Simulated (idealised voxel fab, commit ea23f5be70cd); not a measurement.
process module | voxel ribs on slabs
cross-section cut | 140 nm wide | cells 5 nm
A cross-section is a grid of square cells, given in bands from the top down. A band is one or more rows of cells.
Each band's line starts with the height of the band's top and of its bottom, in nm. Then come its materials from left to right, each with its width in nm. One material with "throughout" fills the band from edge to edge. "air" is empty space.
Height 0 is the level under which the wafer as received is all one material. The lowest band goes on downwards, as in "0 down".
A width such as "30 to 40" changes by the same amount from each row of cells to the next, from the band's top row to its bottom row.
"no change" after a step means that no cell of the cross-section changed.
closed voids: empty space of 8 cells or more with no open way to the top, each as width x height at its distance from the left edge, in nm
after a step's settings: what the simulator itself notes on the step
overlay nm, on a step with a mask: how far to the right of its planned place the mask lay; to the left if negative
plan
1 op RECEIVE | material Si
2 op DIRECTIONAL_DEP | material SiO2 | thk nm 20
3 op DIRECTIONAL_DEP | material polySi | thk nm 20
4 op PATTERN | tone cover | mask id RIB | material resist | width nm 30 | thk nm 20 | overlay nm 0
5 op DIRECTIONAL_ETCH | etch materials polySi | depth nm 15
6 op STRIP | etch materials resist
7 op DIRECTIONAL_DEP | material aC | thk nm 15
8 op PATTERN | tone cover | mask id SLAB | material resist | width nm 60 | thk nm 35 | overlay nm 0
9 op DIRECTIONAL_ETCH | etch materials aC | depth nm 15
10 op STRIP | etch materials resist
11 op DIRECTIONAL_ETCH | etch materials polySi | depth nm 5
12 op STRIP | etch materials aC
13 op FILL_DEP | material SiO2 | thk nm 15
14 op CMP | height nm 50
15 op DIRECTIONAL_DEP | material TiN | thk nm 5
16 op MASKED_ETCH | tone cover | mask id HEATER | width nm 40 | etch materials TiN | depth nm 5 | overlay nm 0
17 op CONFORMAL_DEP | material SiO2 | thk nm 5
as received, after step 1
  0 down: Si throughout
  closed voids: none
first wafer at the end, as planned
  60 to 55: air 45 | SiO2 50 | air 45
  55 to 50: SiO2 50 | TiN 40 | SiO2 50
  50 to 40: SiO2 throughout
  40 to 25: SiO2 55 | polySi 30 | SiO2 55
  25 to 20: SiO2 40 | polySi 60 | SiO2 40
  20 to 0: SiO2 throughout
  0 down: Si throughout
  closed voids: none
second wafer at the end: like start, like plan, one mistake
  55 to 50: air 50 | TiN 40 | air 50
  50 to 40: SiO2 throughout
  40 to 25: SiO2 55 | polySi 30 | SiO2 55
  25 to 20: SiO2 40 | polySi 60 | SiO2 40
  20 to 0: SiO2 throughout
  0 down: Si throughout
  closed voids: none
what went wrong: step 17 was left out
at the end the second wafer has, in cells: 30 fewer of SiO2
